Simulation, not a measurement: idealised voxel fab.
Process module in this document: voxel transistor to metal
The cross-section shown here is cut; it is 275 nm wide and divided into square cells measuring 5 nm on a side.
Throughout this document, each cross-section is represented as a grid of square cells and is presented as a sequence of bands enumerated from the top downward, where a band comprises one or more rows of cells.
What a band's entry tells you: where the top is and where the bottom is, as heights in nm, and after that what lies inside, material by material from left to right, each with its width in nm. Empty space is written as the word "blank", and a single material marked with the word "full width" occupies the band from edge to edge.
The level at which height equals 0 is the one under which the wafer, as it arrives, is entirely one material. No lower edge exists for the bottom band, which continues downward and is notated as in "from 0 down".
With a width like "30..40", each row of cells in the band differs from the next by the same amount, the top row carrying the first number and the bottom row the second.
The cross-section has no changed cell in any step marked "remained unchanged".
"Closed void entries": sealed empty spaces, 8 cells or more, no open way to top, listed width x height at distance, with distance from the left edge and width, height and distance in nm.
What comes after the settings on a step's line is commentary from the simulator itself on that step.
overlay nm: step with mask; distance mask lay right of planned place; negative value = left of planned place.

-- Process steps - plan
1,RECEIVE with material Si
2,CONFORMAL_DEP with material SiO2, thk nm 5
3,CONFORMAL_DEP with material SiN, thk nm 10
4,PATTERN with tone cover, mask id ACTIVE, material resist, width nm 105, pitch nm 125, thk nm 15, overlay nm 0
5,DIRECTIONAL_ETCH with etch materials SiN, depth nm 10
6,DIRECTIONAL_ETCH with etch materials SiO2, depth nm 5
7,DIRECTIONAL_ETCH with etch materials Si, depth nm 25
8,STRIP with etch materials resist
9,OXIDIZE with depth nm 5
10,FILL_DEP with material SiO2, thk nm 10
11,CMP with height nm 15
12,SELECTIVE_ETCH with etch materials SiO2, depth nm 10
13,STRIP with etch materials SiN
14,SELECTIVE_ETCH with etch materials SiO2, depth nm 5
15,OXIDIZE with depth nm 5
16,DIRECTIONAL_DEP with material polySi, thk nm 30
17,DIRECTIONAL_DEP with material SiCN, thk nm 10
18,MASKED_ETCH with tone cover, mask id GATE, width nm 25, pitch nm 125, etch materials SiCN, depth nm 20, overlay nm 0
19,MASKED_ETCH with tone cover, mask id GATE, width nm 25, pitch nm 125, etch materials polySi, depth nm 40, overlay nm 0
20,CONFORMAL_DEP with material SiO2, thk nm 5
21,DIRECTIONAL_ETCH with etch materials SiO2, depth nm 5
22,CONFORMAL_DEP with material SiN, thk nm 5
23,DIRECTIONAL_ETCH with etch materials SiN, depth nm 5
24,DIRECTIONAL_ETCH with etch materials SiO2, depth nm 5
25,DIRECTIONAL_ETCH with etch materials Si, depth nm 15
26,EPI with material SiGe, thk nm 20
27,FILL_DEP with material SiO2, thk nm 5
28,CMP with height nm 30
29,STRIP with etch materials polySi
30,SELECTIVE_ETCH with etch materials SiO2, depth nm 5
31,CONFORMAL_DEP with material HfO2, thk nm 5
32,CONFORMAL_DEP with material TiN, thk nm 5
33,FILL_DEP with material W, thk nm 5
34,CMP with height nm 25
35,DIRECTIONAL_DEP with material SiO2, thk nm 10
36,PATTERN with tone open, mask id CONTACT, material resist, width nm 20, thk nm 20, overlay nm 0
37,DIRECTIONAL_ETCH with etch materials SiO2, depth nm 35
38,STRIP with etch materials resist
39,CONFORMAL_DEP with material TiN, thk nm 5
40,FILL_DEP with material Ru, thk nm 10
41,CMP with height nm 35
42,DIRECTIONAL_DEP with material TiN, thk nm 5
43,DIRECTIONAL_DEP with material Ru, thk nm 25
44,DIRECTIONAL_DEP with material aC, thk nm 10
45,PATTERN with tone cover, mask id METAL_1, material resist, width nm 20, thk nm 30, overlay nm 0
46,DIRECTIONAL_ETCH with etch materials aC, depth nm 10
47,STRIP with etch materials resist
48,DIRECTIONAL_ETCH with etch materials Ru, depth nm 25
49,DIRECTIONAL_ETCH with etch materials TiN, depth nm 5
50,STRIP with etch materials aC
51,CONFORMAL_DEP with material SiN, thk nm 5
52,FILL_DEP with material lowk, thk nm 10
53,CMP with height nm 65
54,CONFORMAL_DEP with material SiCN, thk nm 5

-- Cross-section, incoming material, after step 1
	from 0 down: Si full width
	Closed void entries: none

-- Result of the module, cross-sectioned: start per above, plan per above, one error in how it was run
	from 70 to 65: SiCN full width
	from 65 to 40: lowk: 20 | SiN: 5 | Ru: 20 | SiN: 5 | lowk: 45 | SiN: 5 | Ru: 20 | SiN: 5 | lowk: 20 | SiN: 5 | Ru: 20 | SiN: 5 | lowk: 45 | SiN: 5 | Ru: 20 | SiN: 5 | lowk: 25
	from 40 to 35: SiN: 25 | TiN: 20 | SiN: 55 | TiN: 20 | SiN: 30 | TiN: 20 | SiN: 55 | TiN: 20 | SiN: 30
	from 35 to 25: SiO2: 20 | TiN: 5 | Ru: 20 | TiN: 5 | SiO2: 45 | TiN: 5 | Ru: 20 | TiN: 5 | SiO2: 20 | TiN: 5 | Ru: 20 | TiN: 5 | SiO2: 45 | TiN: 5 | Ru: 20 | TiN: 5 | SiO2: 25
	from 25 to 20: SiO2: 20 | TiN: 5 | Ru: 20 | TiN: 5 | SiN: 5 | HfO2: 5 | TiN: 5 | W: 15 | TiN: 5 | HfO2: 5 | SiN: 5 | TiN: 5 | Ru: 20 | TiN: 5 | SiO2: 20 | TiN: 5 | Ru: 20 | TiN: 5 | SiN: 5 | HfO2: 5 | TiN: 5 | W: 15 | TiN: 5 | HfO2: 5 | SiN: 5 | TiN: 5 | Ru: 20 | TiN: 5 | SiO2: 25
	from 20 to 15: SiO2: 20 | TiN: 30 | SiN: 5 | HfO2: 5 | TiN: 5 | W: 15 | TiN: 5 | HfO2: 5 | SiN: 5 | TiN: 30 | SiO2: 20 | TiN: 30 | SiN: 5 | HfO2: 5 | TiN: 5 | W: 15 | TiN: 5 | HfO2: 5 | SiN: 5 | TiN: 30 | SiO2: 25
	from 15 to 5: SiO2: 20 | TiN: 10 | SiGe: 20 | SiN: 5 | HfO2: 5 | TiN: 5 | W: 15 | TiN: 5 | HfO2: 5 | SiN: 5 | SiGe: 20 | TiN: 10 | SiO2: 20 | TiN: 10 | SiGe: 20 | SiN: 5 | HfO2: 5 | TiN: 5 | W: 15 | TiN: 5 | HfO2: 5 | SiN: 5 | SiGe: 20 | TiN: 10 | SiO2: 25
	from 5 to 0: SiO2: 20 | TiN: 10 | SiGe: 20 | SiN: 5 | HfO2: 5 | TiN: 25 | HfO2: 5 | SiN: 5 | SiGe: 20 | TiN: 10 | SiO2: 20 | TiN: 10 | SiGe: 20 | SiN: 5 | HfO2: 5 | TiN: 25 | HfO2: 5 | SiN: 5 | SiGe: 20 | TiN: 10 | SiO2: 25
	from 0 to -5: SiO2: 20 | SiGe: 30 | SiO2: 5 | HfO2: 35 | SiO2: 5 | SiGe: 30 | SiO2: 20 | SiGe: 30 | SiO2: 5 | HfO2: 35 | SiO2: 5 | SiGe: 30 | SiO2: 25
	from -5 to -20: SiO2: 25 | SiGe: 25 | Si: 45 | SiGe: 25 | SiO2: 30 | SiGe: 25 | Si: 45 | SiGe: 25 | SiO2: 30
	from -20 to -30: SiO2: 25 | Si: 95 | SiO2: 30 | Si: 95 | SiO2: 30
	from -30 down: Si full width
	Closed void entries: none
The mistake made against the process plan was this: step 36 ran differently from the plan; actual operation with settings: PATTERN with tone open, mask id CONTACT, material resist, width nm 30, thk nm 20, overlay nm 0
